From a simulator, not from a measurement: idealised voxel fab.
The document below concerns the process module designated voxel transistor to metal.
The cross-section on display is named cut; it measures 160 nm wide, and its cells are 5 nm squares.
The cross-sections in this document take the form of a grid made of square cells. They are written out as bands, in order from top to bottom. Each band consists of one or more rows of cells. Band: top height; bottom height; in nm. Then, left to right: material with width in nm, for each material. "all across": a single material spanning edge to edge. "blank": empty space. It should be noted that heights are counted from 0, beneath which the wafer as supplied is of one material throughout, and that the lowest band possesses no lower boundary but continues downward, as written in "top 0, no bottom". With a width like "30 to 40", each row of cells in the band differs from the next by the same amount, the top row carrying the first number and the bottom row the second. What does "nothing altered" mean for a step? It means no cell of the cross-section changed in that step. "Enclosed cavity list" - sealed voids, min. 8 cells, no opening to top; format: width x height at distance (distance from left edge; nm throughout). Step line, after settings: the simulator's comment on this step. overlay nm: right-of-plan distance of the mask on a masked step; negative values mean left-of-plan. In what follows, pairs of cross-sections are presented, each taken before and after one process step, with the after cross-section shown only down to the lowest band that was altered; the step, together with its settings, is stated below the pair. The pairs may stem from different runs of this module on the same starting wafer; accordingly, a pair should be taken as continuing from the one above it solely where its entry headed "Before the process" indicates as much.
**Before the process**
    top 30, bottom 15: 20 nm resist, 120 nm blank, 20 nm resist
    top 15, bottom 0: 20 nm SiN, 120 nm blank, 20 nm SiN
    top 0, bottom -5: 20 nm SiO2, 120 nm blank, 20 nm SiO2
    top -5, bottom -40: 20 nm Si, 120 nm blank, 20 nm Si
    top -40, no bottom: Si all across
    Enclosed cavity list: none
**Resulting Structure**
    top 15, bottom 0: 20 nm SiN, 120 nm blank, 20 nm SiN
    Nothing below the height 0 has changed.
    Enclosed cavity list: none
Which process step falls between the two cross-sections above? op STRIP | etch materials resist
Before the process: it's just the after picture from the pair right above this one.
**Resulting Structure**
    top 15, bottom 0: 20 nm SiN, 120 nm blank, 20 nm SiN
    top 0, bottom -5: 20 nm SiO2, 120 nm blank, 20 nm SiO2
    top -5, bottom -40: 15 nm Si, 5 nm SiO2, 120 nm blank, 5 nm SiO2, 15 nm Si
    top -40, bottom -45: 15 nm Si, 130 nm SiO2, 15 nm Si
    Nothing below the height -45 has changed.
    Enclosed cavity list: none
Which process step falls between the two cross-sections above? op OXIDIZE | depth nm 5
Before the process: it's just the after picture from the pair right above this one.
**Resulting Structure**
    top 20, bottom 15: SiO2 all across
    top 15, bottom 0: 20 nm SiN, 120 nm SiO2, 20 nm SiN
    top 0, bottom -5: SiO2 all across
    top -5, bottom -45: 15 nm Si, 130 nm SiO2, 15 nm Si
    Nothing below the height -45 has changed.
    Enclosed cavity list: none
Which process step falls between the two cross-sections above? op FILL_DEP | material SiO2 | thk nm 5
Before the process: it's just the after picture from the pair right above this one.
**Resulting Structure**
    top 15, bottom 0: 20 nm SiN, 120 nm SiO2, 20 nm SiN
    Nothing below the height 0 has changed.
    Enclosed cavity list: none
Which process step falls between the two cross-sections above? op CMP | height nm 15
Before the process: it's just the after picture from the pair right above this one.
**Resulting Structure**
    top 15, bottom 10: 20 nm SiN, 120 nm blank, 20 nm SiN
    Nothing below the height 10 has changed.
    Enclosed cavity list: none
Which process step falls between the two cross-sections above? op SELECTIVE_ETCH | etch materials SiO2 | depth nm 5
Before the process: it's just the after picture from the pair right above this one.
**Resulting Structure**
    top 10, bottom 0: 20 nm blank, 120 nm SiO2, 20 nm blank
    Nothing below the height 0 has changed.
    Enclosed cavity list: none
Which process step falls between the two cross-sections above? op STRIP | etch materials SiN
Before the process: it's just the after picture from the pair right above this one.
**Resulting Structure**
    top 5, bottom -5: 25 nm blank, 110 nm SiO2, 25 nm blank
    Nothing below the height -5 has changed.
    Enclosed cavity list: none
Which process step falls between the two cross-sections above? op SELECTIVE_ETCH | etch materials SiO2 | depth nm 5
Before the process: it's just the after picture from the pair right above this one.
**Resulting Structure**
    top 5, bottom -5: 25 nm blank, 110 nm SiO2, 25 nm blank
    top -5, bottom -10: SiO2 all across
    Nothing below the height -10 has changed.
    Enclosed cavity list: none
Which process step falls between the two cross-sections above? op OXIDIZE | depth nm 5
Before the process: it's just the after picture from the pair right above this one.
**Resulting Structure**
    top 25, bottom 15: 25 nm blank, 110 nm polySi, 25 nm blank
    top 15, bottom 5: polySi all across
    top 5, bottom -5: 25 nm polySi, 110 nm SiO2, 25 nm polySi
    Nothing below the height -5 has changed.
    Enclosed cavity list: none
Which process step falls between the two cross-sections above? op DIRECTIONAL_DEP | material polySi | thk nm 20
Before the process: it's just the after picture from the pair right above this one.
**Resulting Structure**
    top 35, bottom 25: 25 nm blank, 110 nm SiCN, 25 nm blank
    top 25, bottom 15: 25 nm SiCN, 110 nm polySi, 25 nm SiCN
    Nothing below the height 15 has changed.
    Enclosed cavity list: none
Which process step falls between the two cross-sections above? op DIRECTIONAL_DEP | material SiCN | thk nm 10
Before the process: it's just the after picture from the pair right above this one.
**Resulting Structure**
    top 35, bottom 25: 65 nm blank, 30 nm SiCN, 65 nm blank
    top 25, bottom 15: 25 nm blank, 110 nm polySi, 25 nm blank
    Nothing below the height 15 has changed.
    Enclosed cavity list: none
Which process step falls between the two cross-sections above? op MASKED_ETCH | tone cover | mask id GATE | width nm 30 | etch materials SiCN | depth nm 20 | overlay nm 0
Before the process: it's just the after picture from the pair right above this one.
**Resulting Structure**
    top 35, bottom 25: 65 nm blank, 30 nm SiCN, 65 nm blank
    top 25, bottom 5: 65 nm blank, 30 nm polySi, 65 nm blank
    top 5, bottom -5: 25 nm blank, 110 nm SiO2, 25 nm blank
    Nothing below the height -5 has changed.
    Enclosed cavity list: none
Which process step falls between the two cross-sections above? op MASKED_ETCH | tone cover | mask id GATE | width nm 30 | etch materials polySi | depth nm 30 | overlay nm 0
Before the process: it's just the after picture from the pair right above this one.
**Resulting Structure**
    top 40, bottom 35: 60 nm blank, 40 nm SiO2, 60 nm blank
    top 35, bottom 25: 60 nm blank, 5 nm SiO2, 30 nm SiCN, 5 nm SiO2, 60 nm blank
    top 25, bottom 10: 60 nm blank, 5 nm SiO2, 30 nm polySi, 5 nm SiO2, 60 nm blank
    top 10, bottom 5: 20 nm blank, 45 nm SiO2, 30 nm polySi, 45 nm SiO2, 20 nm blank
    top 5, bottom 0: 20 nm blank, 120 nm SiO2, 20 nm blank
    top 0, bottom -10: SiO2 all across
    Nothing below the height -10 has changed.
    Enclosed cavity list: none
Which process step falls between the two cross-sections above? op CONFORMAL_DEP | material SiO2 | thk nm 5
Before the process: it's just the after picture from the pair right above this one.
**Resulting Structure**
    top 35, bottom 25: 60 nm blank, 5 nm SiO2, 30 nm SiCN, 5 nm SiO2, 60 nm blank
    top 25, bottom 5: 60 nm blank, 5 nm SiO2, 30 nm polySi, 5 nm SiO2, 60 nm blank
    top 5, bottom -5: 20 nm blank, 120 nm SiO2, 20 nm blank
    Nothing below the height -5 has changed.
    Enclosed cavity list: none
Which process step falls between the two cross-sections above? op DIRECTIONAL_ETCH | etch materials SiO2 | depth nm 5
Before the process: it's just the after picture from the pair right above this one.
**Resulting Structure**
    top 40, bottom 35: 55 nm blank, 50 nm SiN, 55 nm blank
    top 35, bottom 25: 55 nm blank, 5 nm SiN, 5 nm SiO2, 30 nm SiCN, 5 nm SiO2, 5 nm SiN, 55 nm blank
    top 25, bottom 10: 55 nm blank, 5 nm SiN, 5 nm SiO2, 30 nm polySi, 5 nm SiO2, 5 nm SiN, 55 nm blank
    top 10, bottom 5: 15 nm blank, 45 nm SiN, 5 nm SiO2, 30 nm polySi, 5 nm SiO2, 45 nm SiN, 15 nm blank
    top 5, bottom 0: 15 nm blank, 5 nm SiN, 120 nm SiO2, 5 nm SiN, 15 nm blank
    top 0, bottom -5: 20 nm SiN, 120 nm SiO2, 20 nm SiN
    Nothing below the height -5 has changed.
    Enclosed cavity list: none
Which process step falls between the two cross-sections above? op CONFORMAL_DEP | material SiN | thk nm 5
Before the process: it's just the after picture from the pair right above this one.
**Resulting Structure**
    top 35, bottom 25: 55 nm blank, 5 nm SiN, 5 nm SiO2, 30 nm SiCN, 5 nm SiO2, 5 nm SiN, 55 nm blank
    top 25, bottom 5: 55 nm blank, 5 nm SiN, 5 nm SiO2, 30 nm polySi, 5 nm SiO2, 5 nm SiN, 55 nm blank
    top 5, bottom -5: 15 nm blank, 5 nm SiN, 120 nm SiO2, 5 nm SiN, 15 nm blank
    Nothing below the height -5 has changed.
    Enclosed cavity list: none
Which process step falls between the two cross-sections above? op DIRECTIONAL_ETCH | etch materials SiN | depth nm 5
Before the process: it's just the after picture from the pair right above this one.
**Resulting Structure**
    top 35, bottom 30: 55 nm blank, 5 nm SiN, 5 nm blank, 30 nm SiCN, 5 nm blank, 5 nm SiN, 55 nm blank
    top 30, bottom 25: 55 nm blank, 5 nm SiN, 5 nm SiO2, 30 nm SiCN, 5 nm SiO2, 5 nm SiN, 55 nm blank
    top 25, bottom 5: 55 nm blank, 5 nm SiN, 5 nm SiO2, 30 nm polySi, 5 nm SiO2, 5 nm SiN, 55 nm blank
    top 5, bottom 0: 15 nm blank, 5 nm SiN, 35 nm blank, 50 nm SiO2, 35 nm blank, 5 nm SiN, 15 nm blank
    top 0, bottom -5: 15 nm blank, 5 nm SiN, 120 nm SiO2, 5 nm SiN, 15 nm blank
    top -5, bottom -10: 15 nm blank, 130 nm SiO2, 15 nm blank
    Nothing below the height -10 has changed.
    Enclosed cavity list: none
Which process step falls between the two cross-sections above? op DIRECTIONAL_ETCH | etch materials SiO2 | depth nm 5
Before the process: it's just the after picture from the pair right above this one.
**Resulting Structure**
    top 35, bottom 30: 55 nm blank, 5 nm SiN, 5 nm blank, 30 nm SiCN, 5 nm blank, 5 nm SiN, 55 nm blank
    top 30, bottom 25: 55 nm blank, 5 nm SiN, 5 nm SiO2, 30 nm SiCN, 5 nm SiO2, 5 nm SiN, 55 nm blank
    top 25, bottom 5: 55 nm blank, 5 nm SiN, 5 nm SiO2, 30 nm polySi, 5 nm SiO2, 5 nm SiN, 55 nm blank
    top 5, bottom 0: 15 nm blank, 5 nm SiN, 35 nm blank, 50 nm SiO2, 35 nm blank, 5 nm SiN, 15 nm blank
    top 0, bottom -5: 15 nm blank, 5 nm SiN, 120 nm SiO2, 5 nm SiN, 15 nm blank
    top -5, bottom -25: 15 nm blank, 130 nm SiO2, 15 nm blank
    Nothing below the height -25 has changed.
    Enclosed cavity list: none
Which process step falls between the two cross-sections above? op DIRECTIONAL_ETCH | etch materials Si | depth nm 15
Before the process: it's just the after picture from the pair right above this one.
**Resulting Structure**
    top 35, bottom 30: 55 nm blank, 5 nm SiN, 5 nm blank, 30 nm SiCN, 5 nm blank, 5 nm SiN, 55 nm blank
    top 30, bottom 25: 55 nm blank, 5 nm SiN, 5 nm SiO2, 30 nm SiCN, 5 nm SiO2, 5 nm SiN, 55 nm blank
    top 25, bottom 5: 55 nm blank, 5 nm SiN, 5 nm SiO2, 30 nm polySi, 5 nm SiO2, 5 nm SiN, 55 nm blank
    top 5, bottom 0: 15 nm blank, 5 nm SiN, 35 nm blank, 50 nm SiO2, 35 nm blank, 5 nm SiN, 15 nm blank
    top 0, bottom -5: 15 nm blank, 5 nm SiN, 120 nm SiO2, 5 nm SiN, 15 nm blank
    top -5, bottom -25: 15 nm SiGe, 130 nm SiO2, 15 nm SiGe
    Nothing below the height -25 has changed.
    Enclosed cavity list: none
Which process step falls between the two cross-sections above? op EPI | material SiGe | thk nm 20
Before the process: it's just the after picture from the pair right above this one.
**Resulting Structure**
    top 45, bottom 35: SiO2 all across
    top 35, bottom 25: 55 nm SiO2, 5 nm SiN, 5 nm SiO2, 30 nm SiCN, 5 nm SiO2, 5 nm SiN, 55 nm SiO2
    top 25, bottom 5: 55 nm SiO2, 5 nm SiN, 5 nm SiO2, 30 nm polySi, 5 nm SiO2, 5 nm SiN, 55 nm SiO2
    top 5, bottom -5: 15 nm SiO2, 5 nm SiN, 120 nm SiO2, 5 nm SiN, 15 nm SiO2
    Nothing below the height -5 has changed.
    Enclosed cavity list: none
Which process step falls between the two cross-sections above? op FILL_DEP | material SiO2 | thk nm 10
Before the process: it's just the after picture from the pair right above this one.
**Resulting Structure**
    top 15, bottom 5: 55 nm SiO2, 5 nm SiN, 5 nm SiO2, 30 nm polySi, 5 nm SiO2, 5 nm SiN, 55 nm SiO2
    Nothing below the height 5 has changed.
    Enclosed cavity list: none
Which process step falls between the two cross-sections above? op CMP | height nm 15
Before the process: it's just the after picture from the pair right above this one.
**Resulting Structure**
    top 15, bottom 5: 55 nm SiO2, 5 nm SiN, 5 nm SiO2, 30 nm blank, 5 nm SiO2, 5 nm SiN, 55 nm SiO2
    Nothing below the height 5 has changed.
    Enclosed cavity list: none
Which process step falls between the two cross-sections above? op STRIP | etch materials polySi
Before the process: it's just the after picture from the pair right above this one.
**Resulting Structure**
    top 15, bottom 10: 55 nm blank, 5 nm SiN, 40 nm blank, 5 nm SiN, 55 nm blank
    top 10, bottom 5: 55 nm SiO2, 5 nm SiN, 40 nm blank, 5 nm SiN, 55 nm SiO2
    top 5, bottom 0: 15 nm SiO2, 5 nm SiN, 40 nm SiO2, 40 nm blank, 40 nm SiO2, 5 nm SiN, 15 nm SiO2
    Nothing below the height 0 has changed.
    Enclosed cavity list: none
Which process step falls between the two cross-sections above? op SELECTIVE_ETCH | etch materials SiO2 | depth nm 5
Before the process: it's just the after picture from the pair right above this one.
**Resulting Structure**
    top 20, bottom 15: 50 nm blank, 15 nm HfO2, 30 nm blank, 15 nm HfO2, 50 nm blank
    top 15, bottom 10: 55 nm HfO2, 5 nm SiN, 5 nm HfO2, 30 nm blank, 5 nm HfO2, 5 nm SiN, 55 nm HfO2
    top 10, bottom 5: 55 nm SiO2, 5 nm SiN, 5 nm HfO2, 30 nm blank, 5 nm HfO2, 5 nm SiN, 55 nm SiO2
    top 5, bottom 0: 15 nm SiO2, 5 nm SiN, 40 nm SiO2, 40 nm HfO2, 40 nm SiO2, 5 nm SiN, 15 nm SiO2
    Nothing below the height 0 has changed.
    Enclosed cavity list: none
Which process step falls between the two cross-sections above? op CONFORMAL_DEP | material HfO2 | thk nm 5
Before the process: it's just the after picture from the pair right above this one.
**Resulting Structure**
    top 25, bottom 20: 45 nm blank, 25 nm TiN, 20 nm blank, 25 nm TiN, 45 nm blank
    top 20, bottom 15: 50 nm TiN, 15 nm HfO2, 5 nm TiN, 20 nm blank, 5 nm TiN, 15 nm HfO2, 50 nm TiN
    top 15, bottom 10: 55 nm HfO2, 5 nm SiN, 5 nm HfO2, 5 nm TiN, 20 nm blank, 5 nm TiN, 5 nm HfO2, 5 nm SiN, 55 nm HfO2
    top 10, bottom 5: 55 nm SiO2, 5 nm SiN, 5 nm HfO2, 30 nm TiN, 5 nm HfO2, 5 nm SiN, 55 nm SiO2
    Nothing below the height 5 has changed.
    Enclosed cavity list: none
Which process step falls between the two cross-sections above? op CONFORMAL_DEP | material TiN | thk nm 5
Before the process: it's just the after picture from the pair right above this one.
**Resulting Structure**
    top 35, bottom 25: W all across
    top 25, bottom 20: 45 nm W, 25 nm TiN, 20 nm W, 25 nm TiN, 45 nm W
    top 20, bottom 15: 50 nm TiN, 15 nm HfO2, 5 nm TiN, 20 nm W, 5 nm TiN, 15 nm HfO2, 50 nm TiN
    top 15, bottom 10: 55 nm HfO2, 5 nm SiN, 5 nm HfO2, 5 nm TiN, 20 nm W, 5 nm TiN, 5 nm HfO2, 5 nm SiN, 55 nm HfO2
    Nothing below the height 10 has changed.
    Enclosed cavity list: none
Which process step falls between the two cross-sections above? op FILL_DEP | material W | thk nm 10
Before the process: it's just the after picture from the pair right above this one.
**Resulting Structure**
    top 10, bottom 5: 55 nm SiO2, 5 nm SiN, 5 nm HfO2, 30 nm TiN, 5 nm HfO2, 5 nm SiN, 55 nm SiO2
    Nothing below the height 5 has changed.
    Enclosed cavity list: none
Which process step falls between the two cross-sections above? op CMP | height nm 10
Before the process: it's just the after picture from the pair right above this one.
**Resulting Structure**
    top 20, bottom 10: SiO2 all across
    Nothing below the height 10 has changed.
    Enclosed cavity list: none
Which process step falls between the two cross-sections above? op DIRECTIONAL_DEP | material SiO2 | thk nm 10
Before the process: it's just the after picture from the pair right above this one.
**Resulting Structure**
    top 35, bottom 20: 25 nm resist, 20 nm blank, 70 nm resist, 20 nm blank, 25 nm resist
    Nothing below the height 20 has changed.
    Enclosed cavity list: none
Which process step falls between the two cross-sections above? op PATTERN | tone open | mask id CONTACT | material resist | width nm 20 | pitch nm 90 | thk nm 15 | overlay nm 0
Before the process: it's just the after picture from the pair right above this one.
**Resulting Structure**
    top 35, bottom 20: 25 nm resist, 20 nm blank, 70 nm resist, 20 nm blank, 25 nm resist
    top 20, bottom 10: 25 nm SiO2, 20 nm blank, 70 nm SiO2, 20 nm blank, 25 nm SiO2
    top 10, bottom 5: 25 nm SiO2, 20 nm blank, 10 nm SiO2, 5 nm SiN, 5 nm HfO2, 30 nm TiN, 5 nm HfO2, 5 nm SiN, 10 nm SiO2, 20 nm blank, 25 nm SiO2
    top 5, bottom 0: 15 nm SiO2, 5 nm SiN, 5 nm SiO2, 20 nm blank, 15 nm SiO2, 40 nm HfO2, 15 nm SiO2, 20 nm blank, 5 nm SiO2, 5 nm SiN, 15 nm SiO2
    top 0, bottom -5: 15 nm SiO2, 5 nm SiN, 5 nm SiO2, 20 nm blank, 70 nm SiO2, 20 nm blank, 5 nm SiO2, 5 nm SiN, 15 nm SiO2
    Nothing below the height -5 has changed.
    Enclosed cavity list: none
Which process step falls between the two cross-sections above? op DIRECTIONAL_ETCH | etch materials SiO2 | depth nm 25
Before the process: it's just the after picture from the pair right above this one.
**Resulting Structure**
    top 20, bottom 10: 25 nm SiO2, 20 nm blank, 70 nm SiO2, 20 nm blank, 25 nm SiO2
    Nothing below the height 10 has changed.
    Enclosed cavity list: none
Which process step falls between the two cross-sections above? op STRIP | etch materials resist
Before the process: it's just the after picture from the pair right above this one.
**Resulting Structure**
    top 25, bottom 20: 30 nm TiN, 10 nm blank, 80 nm TiN, 10 nm blank, 30 nm TiN
    top 20, bottom 10: 25 nm SiO2, 5 nm TiN, 10 nm blank, 5 nm TiN, 70 nm SiO2, 5 nm TiN, 10 nm blank, 5 nm TiN, 25 nm SiO2
    top 10, bottom 5: 25 nm SiO2, 5 nm TiN, 10 nm blank, 5 nm TiN, 10 nm SiO2, 5 nm SiN, 5 nm HfO2, 30 nm TiN, 5 nm HfO2, 5 nm SiN, 10 nm SiO2, 5 nm TiN, 10 nm blank, 5 nm TiN, 25 nm SiO2
    top 5, bottom 0: 15 nm SiO2, 5 nm SiN, 5 nm SiO2, 5 nm TiN, 10 nm blank, 5 nm TiN, 15 nm SiO2, 40 nm HfO2, 15 nm SiO2, 5 nm TiN, 10 nm blank, 5 nm TiN, 5 nm SiO2, 5 nm SiN, 15 nm SiO2
    top 0, bottom -5: 15 nm SiO2, 5 nm SiN, 5 nm SiO2, 20 nm TiN, 70 nm SiO2, 20 nm TiN, 5 nm SiO2, 5 nm SiN, 15 nm SiO2
    Nothing below the height -5 has changed.
    Enclosed cavity list: none
Which process step falls between the two cross-sections above? op CONFORMAL_DEP | material TiN | thk nm 5
Before the process: it's just the after picture from the pair right above this one.
**Resulting Structure**
    top 30, bottom 25: W all across
    top 25, bottom 20: 30 nm TiN, 10 nm W, 80 nm TiN, 10 nm W, 30 nm TiN
    top 20, bottom 10: 25 nm SiO2, 5 nm TiN, 10 nm W, 5 nm TiN, 70 nm SiO2, 5 nm TiN, 10 nm W, 5 nm TiN, 25 nm SiO2
    top 10, bottom 5: 25 nm SiO2, 5 nm TiN, 10 nm W, 5 nm TiN, 10 nm SiO2, 5 nm SiN, 5 nm HfO2, 30 nm TiN, 5 nm HfO2, 5 nm SiN, 10 nm SiO2, 5 nm TiN, 10 nm W, 5 nm TiN, 25 nm SiO2
    top 5, bottom 0: 15 nm SiO2, 5 nm SiN, 5 nm SiO2, 5 nm TiN, 10 nm W, 5 nm TiN, 15 nm SiO2, 40 nm HfO2, 15 nm SiO2, 5 nm TiN, 10 nm W, 5 nm TiN, 5 nm SiO2, 5 nm SiN, 15 nm SiO2
    Nothing below the height 0 has changed.
    Enclosed cavity list: none
Which process step falls between the two cross-sections above? op FILL_DEP | material W | thk nm 5
Before the process: it's just the after picture from the pair right above this one.
**Resulting Structure**
    top 20, bottom 10: 25 nm SiO2, 5 nm TiN, 10 nm W, 5 nm TiN, 70 nm SiO2, 5 nm TiN, 10 nm W, 5 nm TiN, 25 nm SiO2
    Nothing below the height 10 has changed.
    Enclosed cavity list: none
Which process step falls between the two cross-sections above? op CMP | height nm 20
Before the process: it's just the after picture from the pair right above this one.
**Resulting Structure**
    top 25, bottom 20: TiN all across
    Nothing below the height 20 has changed.
    Enclosed cavity list: none
Which process step falls between the two cross-sections above? op DIRECTIONAL_DEP | material TiN | thk nm 5
Before the process: it's just the after picture from the pair right above this one.
**Resulting Structure**
    top 45, bottom 25: W all across
    Nothing below the height 25 has changed.
    Enclosed cavity list: none
Which process step falls between the two cross-sections above? op DIRECTIONAL_DEP | material W | thk nm 20
Before the process: it's just the after picture from the pair right above this one.
**Resulting Structure**
    top 65, bottom 45: 25 nm blank, 20 nm resist, 70 nm blank, 20 nm resist, 25 nm blank
    Nothing below the height 45 has changed.
    Enclosed cavity list: none
Which process step falls between the two cross-sections above? op PATTERN | tone cover | mask id METAL_1 | material resist | width nm 20 | pitch nm 90 | thk nm 20 | overlay nm 0
Before the process: it's just the after picture from the pair right above this one.
**Resulting Structure**
    top 65, bottom 45: 25 nm blank, 20 nm resist, 70 nm blank, 20 nm resist, 25 nm blank
    top 45, bottom 25: 25 nm blank, 20 nm W, 70 nm blank, 20 nm W, 25 nm blank
    Nothing below the height 25 has changed.
    Enclosed cavity list: none
Which process step falls between the two cross-sections above? op DIRECTIONAL_ETCH | etch materials W | depth nm 20
Before the process: it's just the after picture from the pair right above this one.
**Resulting Structure**
    top 65, bottom 45: 25 nm blank, 20 nm resist, 70 nm blank, 20 nm resist, 25 nm blank
    top 45, bottom 25: 25 nm blank, 20 nm W, 70 nm blank, 20 nm W, 25 nm blank
    top 25, bottom 20: 25 nm blank, 20 nm TiN, 70 nm blank, 20 nm TiN, 25 nm blank
    Nothing below the height 20 has changed.
    Enclosed cavity list: none
Which process step falls between the two cross-sections above? op DIRECTIONAL_ETCH | etch materials TiN | depth nm 5
Before the process: it's just the after picture from the pair right above this one.
**Resulting Structure**
    top 45, bottom 25: 25 nm blank, 20 nm W, 70 nm blank, 20 nm W, 25 nm blank
    Nothing below the height 25 has changed.
    Enclosed cavity list: none
Which process step falls between the two cross-sections above? op STRIP | etch materials resist
Before the process: it's just the after picture from the pair right above this one.
**Resulting Structure**
    top 50, bottom 45: 20 nm blank, 30 nm SiN, 60 nm blank, 30 nm SiN, 20 nm blank
    top 45, bottom 25: 20 nm blank, 5 nm SiN, 20 nm W, 5 nm SiN, 60 nm blank, 5 nm SiN, 20 nm W, 5 nm SiN, 20 nm blank
    top 25, bottom 20: 25 nm SiN, 20 nm TiN, 70 nm SiN, 20 nm TiN, 25 nm SiN
    Nothing below the height 20 has changed.
    Enclosed cavity list: none
Which process step falls between the two cross-sections above? op CONFORMAL_DEP | material SiN | thk nm 5
Before the process: it's just the after picture from the pair right above this one.
**Resulting Structure**
    top 60, bottom 50: SiO2 all across
    top 50, bottom 45: 20 nm SiO2, 30 nm SiN, 60 nm SiO2, 30 nm SiN, 20 nm SiO2
    top 45, bottom 25: 20 nm SiO2, 5 nm SiN, 20 nm W, 5 nm SiN, 60 nm SiO2, 5 nm SiN, 20 nm W, 5 nm SiN, 20 nm SiO2
    Nothing below the height 25 has changed.
    Enclosed cavity list: none
Which process step falls between the two cross-sections above? op FILL_DEP | material SiO2 | thk nm 10
Before the process: it's just the after picture from the pair right above this one.
**Resulting Structure**
    top 45, bottom 25: 20 nm SiO2, 5 nm SiN, 20 nm W, 5 nm SiN, 60 nm SiO2, 5 nm SiN, 20 nm W, 5 nm SiN, 20 nm SiO2
    Nothing below the height 25 has changed.
    Enclosed cavity list: none
Which process step falls between the two cross-sections above? op CMP | height nm 45
Before the process: it's just the after picture from the pair right above this one.
**Resulting Structure**
    top 50, bottom 45: SiCN all across
    Nothing below the height 45 has changed.
    Enclosed cavity list: none
Which process step falls between the two cross-sections above? op CONFORMAL_DEP | material SiCN | thk nm 5
Before the process: it's just the after picture from the pair right above this one.
**Resulting Structure**
    top 85, bottom 50: SiO2 all across
    Nothing below the height 50 has changed.
    Enclosed cavity list: none
Which process step falls between the two cross-sections above? op DIRECTIONAL_DEP | material SiO2 | thk nm 35
Before the process: it's just the after picture from the pair right above this one.
**Resulting Structure**
    top 105, bottom 85: 25 nm resist, 15 nm blank, 75 nm resist, 15 nm blank, 30 nm resist
    Nothing below the height 85 has changed.
    Enclosed cavity list: none
Which process step falls between the two cross-sections above? op PATTERN | tone open | mask id METAL_2_HOLES | material resist | width nm 15 | pitch nm 90 | thk nm 20 | overlay nm 0
Before the process: it's just the after picture from the pair right above this one.
**Resulting Structure**
    top 105, bottom 85: 25 nm resist, 15 nm blank, 75 nm resist, 15 nm blank, 30 nm resist
    top 85, bottom 50: 25 nm SiO2, 15 nm blank, 75 nm SiO2, 15 nm blank, 30 nm SiO2
    Nothing below the height 50 has changed.
    Enclosed cavity list: none
Which process step falls between the two cross-sections above? op DIRECTIONAL_ETCH | etch materials SiO2 | depth nm 35
Before the process: it's just the after picture from the pair right above this one.
**Resulting Structure**
    top 85, bottom 50: 25 nm SiO2, 15 nm blank, 75 nm SiO2, 15 nm blank, 30 nm SiO2
    Nothing below the height 50 has changed.
    Enclosed cavity list: none
Which process step falls between the two cross-sections above? op STRIP | etch materials resist
Before the process: it's just the after picture from the pair right above this one.
**Resulting Structure**
    top 100, bottom 85: 25 nm resist, 20 nm blank, 70 nm resist, 20 nm blank, 25 nm resist
    Nothing below the height 85 has changed.
    Enclosed cavity list: none
Which process step falls between the two cross-sections above? op PATTERN | tone open | mask id METAL_2 | material resist | width nm 20 | pitch nm 90 | thk nm 15 | overlay nm 0
Before the process: it's just the after picture from the pair right above this one.
**Resulting Structure**
    top 100, bottom 85: 25 nm resist, 20 nm blank, 70 nm resist, 20 nm blank, 25 nm resist
    top 85, bottom 65: 25 nm SiO2, 20 nm blank, 70 nm SiO2, 20 nm blank, 25 nm SiO2
    Nothing below the height 65 has changed.
    Enclosed cavity list: none
Which process step falls between the two cross-sections above? op DIRECTIONAL_ETCH | etch materials SiO2 | depth nm 20
Before the process: it's just the after picture from the pair right above this one.
**Resulting Structure**
    top 100, bottom 85: 25 nm resist, 20 nm blank, 70 nm resist, 20 nm blank, 25 nm resist
    top 85, bottom 65: 25 nm SiO2, 20 nm blank, 70 nm SiO2, 20 nm blank, 25 nm SiO2
    top 65, bottom 50: 25 nm SiO2, 15 nm blank, 75 nm SiO2, 15 nm blank, 30 nm SiO2
    top 50, bottom 45: 25 nm SiCN, 15 nm blank, 75 nm SiCN, 15 nm blank, 30 nm SiCN
    Nothing below the height 45 has changed.
    Enclosed cavity list: none
Which process step falls between the two cross-sections above? op DIRECTIONAL_ETCH | etch materials SiCN | depth nm 5
Before the process: it's just the after picture from the pair right above this one.
**Resulting Structure**
    top 85, bottom 65: 25 nm SiO2, 20 nm blank, 70 nm SiO2, 20 nm blank, 25 nm SiO2
    Nothing below the height 65 has changed.
    Enclosed cavity list: none
Which process step falls between the two cross-sections above? op STRIP | etch materials resist
Before the process: it's just the after picture from the pair right above this one.
**Resulting Structure**
    top 90, bottom 85: 30 nm TiN, 10 nm blank, 80 nm TiN, 10 nm blank, 30 nm TiN
    top 85, bottom 70: 25 nm SiO2, 5 nm TiN, 10 nm blank, 5 nm TiN, 70 nm SiO2, 5 nm TiN, 10 nm blank, 5 nm TiN, 25 nm SiO2
    top 70, bottom 65: 25 nm SiO2, 5 nm TiN, 5 nm blank, 10 nm TiN, 70 nm SiO2, 5 nm TiN, 5 nm blank, 10 nm TiN, 25 nm SiO2
    top 65, bottom 50: 25 nm SiO2, 5 nm TiN, 5 nm blank, 5 nm TiN, 75 nm SiO2, 5 nm TiN, 5 nm blank, 5 nm TiN, 30 nm SiO2
    top 50, bottom 45: 25 nm SiCN, 15 nm TiN, 75 nm SiCN, 15 nm TiN, 30 nm SiCN
    Nothing below the height 45 has changed.
    Enclosed cavity list: none
Which process step falls between the two cross-sections above? op CONFORMAL_DEP | material TiN | thk nm 5
Before the process: it's just the after picture from the pair right above this one.
**Resulting Structure**
    top 100, bottom 90: Cu all across
    top 90, bottom 85: 30 nm TiN, 10 nm Cu, 80 nm TiN, 10 nm Cu, 30 nm TiN
    top 85, bottom 70: 25 nm SiO2, 5 nm TiN, 10 nm Cu, 5 nm TiN, 70 nm SiO2, 5 nm TiN, 10 nm Cu, 5 nm TiN, 25 nm SiO2
    top 70, bottom 65: 25 nm SiO2, 5 nm TiN, 5 nm Cu, 10 nm TiN, 70 nm SiO2, 5 nm TiN, 5 nm Cu, 10 nm TiN, 25 nm SiO2
    top 65, bottom 50: 25 nm SiO2, 5 nm TiN, 5 nm Cu, 5 nm TiN, 75 nm SiO2, 5 nm TiN, 5 nm Cu, 5 nm TiN, 30 nm SiO2
    Nothing below the height 50 has changed.
    Enclosed cavity list: none
Which process step falls between the two cross-sections above? op FILL_DEP | material Cu | thk nm 10
Before the process: it's just the after picture from the pair right above this one.
**Resulting Structure**
    top 85, bottom 70: 25 nm SiO2, 5 nm TiN, 10 nm Cu, 5 nm TiN, 70 nm SiO2, 5 nm TiN, 10 nm Cu, 5 nm TiN, 25 nm SiO2
    Nothing below the height 70 has changed.
    Enclosed cavity list: none
Which process step falls between the two cross-sections above? op CMP | height nm 85
Before the process: it's just the after picture from the pair right above this one.
**Resulting Structure**
    top 90, bottom 85: SiCN all across
    Nothing below the height 85 has changed.
    Enclosed cavity list: none
Which process step falls between the two cross-sections above? op CONFORMAL_DEP | material SiCN | thk nm 5
